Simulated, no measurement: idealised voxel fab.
Process module in this document: voxel self aligned vias
Section shown: cut. Width: 210 nm. Cell size: 5 nm, square.
Reading order for cross-sections: top band down to bottom band. Underlying form: a grid of square cells. Band size: one or more rows of cells. Read a band's entry like this: the first values are the height of its top and the height of its bottom in nm, and what follows is the sequence of materials from left to right, each with its width in nm. Note that "blank" is empty space, and that a single material marked "full width" reaches across the band from edge to edge. For the purposes of this specification, 0 denotes the height below which the wafer in its as-received condition is composed wholly of one material, and the lowermost band, lacking a lower limit, extends downward without end, as expressed in "0 -> down". The notation "30..40" denotes a width that varies across the rows of cells in the band, beginning at the first number in the top row, finishing at the second number in the bottom row, and changing by an identical amount from each row to the next. Step note "no modifications" = no cross-section cell changed. The entry "Unvented internal voids" lists the empty spaces that cover at least 8 cells and have no open path to the top. Each is written as width x height at distance, where the distance is measured from the left edge and all three values are in nm. That trailing text on a step's line, after the settings, is the simulator's own remark on the step. If you see "overlay nm" on a step's line and that step has a mask, it's telling you how far right of where it was planned the mask ended up; a negative number means it went left instead.

### plan
1,RECEIVE [material Si]
2,CONFORMAL_DEP [material SiO2] [thk nm 10]
3,CONFORMAL_DEP [material SiCN] [thk nm 5]
4,DIRECTIONAL_DEP [material SiO2] [thk nm 30]
5,DIRECTIONAL_DEP [material aC] [thk nm 10]
6,PATTERN [tone open] [mask id LINES] [material resist] [width nm 25] [pitch nm 55] [thk nm 25] [overlay nm 0]
7,DIRECTIONAL_ETCH [etch materials aC] [depth nm 10]
8,STRIP [etch materials resist]
9,DIRECTIONAL_ETCH [etch materials SiO2] [depth nm 30]
10,STRIP [etch materials aC]
11,CONFORMAL_DEP [material TiN] [thk nm 5]
12,FILL_DEP [material Ru] [thk nm 5]
13,CMP [height nm 45]
14,SELECTIVE_ETCH [etch materials W Ru TiN] [depth nm 10]
15,FILL_DEP [material SiN] [thk nm 5]
16,CMP [height nm 45]
17,DIRECTIONAL_DEP [material SiO2] [thk nm 15]
18,PATTERN [tone open] [mask id VIAS] [material resist] [width nm 35] [thk nm 15] [overlay nm 0]
19,DIRECTIONAL_ETCH [etch materials SiO2] [depth nm 15]
20,DIRECTIONAL_ETCH [etch materials SiN] [depth nm 10]
21,STRIP [etch materials resist]
22,CONFORMAL_DEP [material TiN] [thk nm 5]
23,FILL_DEP [material W] [thk nm 10]
24,CMP [height nm 60]
25,CONFORMAL_DEP [material SiN] [thk nm 5]

### First wafer, two in total, run as planned

### As-received state of the wafer in cross-section, equivalent to post-step 1
0 -> down  Si full width
Unvented internal voids: none

### Presented here is a cross-section of the wafer after step 2 has been performed
10 -> 0  SiO2 full width
All layers under 0 are left as they were.

### Presented here is a cross-section of the wafer after step 3 has been performed
15 -> 10  SiCN full width
All layers under 10 are left as they were.

### Presented here is a cross-section of the wafer after step 4 has been performed
45 -> 15  SiO2 full width
All layers under 15 are left as they were.

### Presented here is a cross-section of the wafer after step 5 has been performed
55 -> 45  aC full width
All layers under 45 are left as they were.

### Presented here is a cross-section of the wafer after step 6 has been performed
80 -> 55  65 resist  25 blank  30 resist  25 blank  65 resist
All layers under 55 are left as they were.

### Presented here is a cross-section of the wafer after step 7 has been performed
70 -> 55  65 resist  25 blank  30 resist  25 blank  65 resist
55 -> 45  65 aC  25 blank  30 aC  25 blank  65 aC
All layers under 45 are left as they were.

### Presented here is a cross-section of the wafer after step 8 has been performed
55 -> 45  65 aC  25 blank  30 aC  25 blank  65 aC
All layers under 45 are left as they were.

### Presented here is a cross-section of the wafer after step 9 has been performed
55 -> 45  65 aC  25 blank  30 aC  25 blank  65 aC
45 -> 15  65 SiO2  25 blank  30 SiO2  25 blank  65 SiO2
All layers under 15 are left as they were.

### Presented here is a cross-section of the wafer after step 10 has been performed
45 -> 15  65 SiO2  25 blank  30 SiO2  25 blank  65 SiO2
All layers under 15 are left as they were.

### Presented here is a cross-section of the wafer after step 11 has been performed
50 -> 45  70 TiN  15 blank  40 TiN  15 blank  70 TiN
45 -> 20  65 SiO2  5 TiN  15 blank  5 TiN  30 SiO2  5 TiN  15 blank  5 TiN  65 SiO2
20 -> 15  65 SiO2  25 TiN  30 SiO2  25 TiN  65 SiO2
All layers under 15 are left as they were.

### Presented here is a cross-section of the wafer after step 12 has been performed
55 -> 50  Ru full width
50 -> 45  70 TiN  15 Ru  40 TiN  15 Ru  70 TiN
45 -> 20  65 SiO2  5 TiN  15 Ru  5 TiN  30 SiO2  5 TiN  15 Ru  5 TiN  65 SiO2
All layers under 20 are left as they were.

### Presented here is a cross-section of the wafer after step 13 has been performed
45 -> 20  65 SiO2  5 TiN  15 Ru  5 TiN  30 SiO2  5 TiN  15 Ru  5 TiN  65 SiO2
All layers under 20 are left as they were.

### Presented here is a cross-section of the wafer after step 14 has been performed
45 -> 35  65 SiO2  25 blank  30 SiO2  25 blank  65 SiO2
All layers under 35 are left as they were.

### Presented here is a cross-section of the wafer after step 15 has been performed
50 -> 45  SiN full width
45 -> 35  65 SiO2  25 SiN  30 SiO2  25 SiN  65 SiO2
All layers under 35 are left as they were.

### Presented here is a cross-section of the wafer after step 16 has been performed
45 -> 35  65 SiO2  25 SiN  30 SiO2  25 SiN  65 SiO2
All layers under 35 are left as they were.

### Presented here is a cross-section of the wafer after step 17 has been performed
60 -> 45  SiO2 full width
All layers under 45 are left as they were.

### Presented here is a cross-section of the wafer after step 18 has been performed
75 -> 60  60 resist  35 blank  115 resist
All layers under 60 are left as they were.

### Presented here is a cross-section of the wafer after step 19 has been performed
75 -> 60  60 resist  35 blank  115 resist
60 -> 45  60 SiO2  35 blank  115 SiO2
All layers under 45 are left as they were.

### Presented here is a cross-section of the wafer after step 20 has been performed
75 -> 60  60 resist  35 blank  115 resist
60 -> 45  60 SiO2  35 blank  115 SiO2
45 -> 35  65 SiO2  25 blank  30 SiO2  25 SiN  65 SiO2
All layers under 35 are left as they were.

### Presented here is a cross-section of the wafer after step 21 has been performed
60 -> 45  60 SiO2  35 blank  115 SiO2
All layers under 45 are left as they were.

### Presented here is a cross-section of the wafer after step 22 has been performed
65 -> 60  65 TiN  25 blank  120 TiN
60 -> 50  60 SiO2  5 TiN  25 blank  5 TiN  115 SiO2
50 -> 45  60 SiO2  10 TiN  15 blank  10 TiN  115 SiO2
45 -> 40  65 SiO2  5 TiN  15 blank  5 TiN  30 SiO2  25 SiN  65 SiO2
40 -> 35  65 SiO2  25 TiN  30 SiO2  25 SiN  65 SiO2
All layers under 35 are left as they were.

### Presented here is a cross-section of the wafer after step 23 has been performed
75 -> 65  W full width
65 -> 60  65 TiN  25 W  120 TiN
60 -> 50  60 SiO2  5 TiN  25 W  5 TiN  115 SiO2
50 -> 45  60 SiO2  10 TiN  15 W  10 TiN  115 SiO2
45 -> 40  65 SiO2  5 TiN  15 W  5 TiN  30 SiO2  25 SiN  65 SiO2
All layers under 40 are left as they were.

### Presented here is a cross-section of the wafer after step 24 has been performed
60 -> 50  60 SiO2  5 TiN  25 W  5 TiN  115 SiO2
All layers under 50 are left as they were.

### Presented here is a cross-section of the wafer after step 25 has been performed
65 -> 60  SiN full width
All layers under 60 are left as they were.

### Wafer two of two - same starting point, same process plan, one mistake in execution; matches wafer one up to and including step 17

### The second wafer cut through, at the time step 18 was supposed to be finished
75 -> 60  60 blank  35 resist  115 blank
All layers under 60 are left as they were.

### The second wafer cut through, at the time step 19 was supposed to be finished
75 -> 60  60 blank  35 resist  115 blank
60 -> 45  60 blank  35 SiO2  115 blank
All layers under 45 are left as they were.

### The second wafer cut through, at the time step 20 was supposed to be finished
75 -> 60  60 blank  35 resist  115 blank
60 -> 45  60 blank  35 SiO2  115 blank
45 -> 35  65 SiO2  25 SiN  30 SiO2  25 blank  65 SiO2
All layers under 35 are left as they were.

### The second wafer cut through, at the time step 21 was supposed to be finished
60 -> 45  60 blank  35 SiO2  115 blank
All layers under 45 are left as they were.

### The second wafer cut through, at the time step 22 was supposed to be finished
65 -> 60  55 blank  45 TiN  110 blank
60 -> 50  55 blank  5 TiN  35 SiO2  5 TiN  110 blank
50 -> 45  60 TiN  35 SiO2  30 TiN  15 blank  70 TiN
45 -> 40  65 SiO2  25 SiN  30 SiO2  5 TiN  15 blank  5 TiN  65 SiO2
40 -> 35  65 SiO2  25 SiN  30 SiO2  25 TiN  65 SiO2
All layers under 35 are left as they were.

### The second wafer cut through, at the time step 23 was supposed to be finished
75 -> 65  W full width
65 -> 60  55 W  45 TiN  110 W
60 -> 50  55 W  5 TiN  35 SiO2  5 TiN  110 W
50 -> 45  60 TiN  35 SiO2  30 TiN  15 W  70 TiN
45 -> 40  65 SiO2  25 SiN  30 SiO2  5 TiN  15 W  5 TiN  65 SiO2
All layers under 40 are left as they were.

### The second wafer cut through, at the time step 24 was supposed to be finished
60 -> 50  55 W  5 TiN  35 SiO2  5 TiN  110 W
All layers under 50 are left as they were.

### The second wafer cut through, at the time step 25 was supposed to be finished
65 -> 60  SiN full width
All layers under 60 are left as they were.
Want to know what went wrong? step 18 ran differently from the plan; actual operation with settings: PATTERN [tone cover] [mask id VIAS] [material resist] [width nm 35] [thk nm 15] [overlay nm 0]
At the finish, the second wafer shows more or fewer cells for some materials than the first does: -84 SiO2, +28 TiN, +56 W
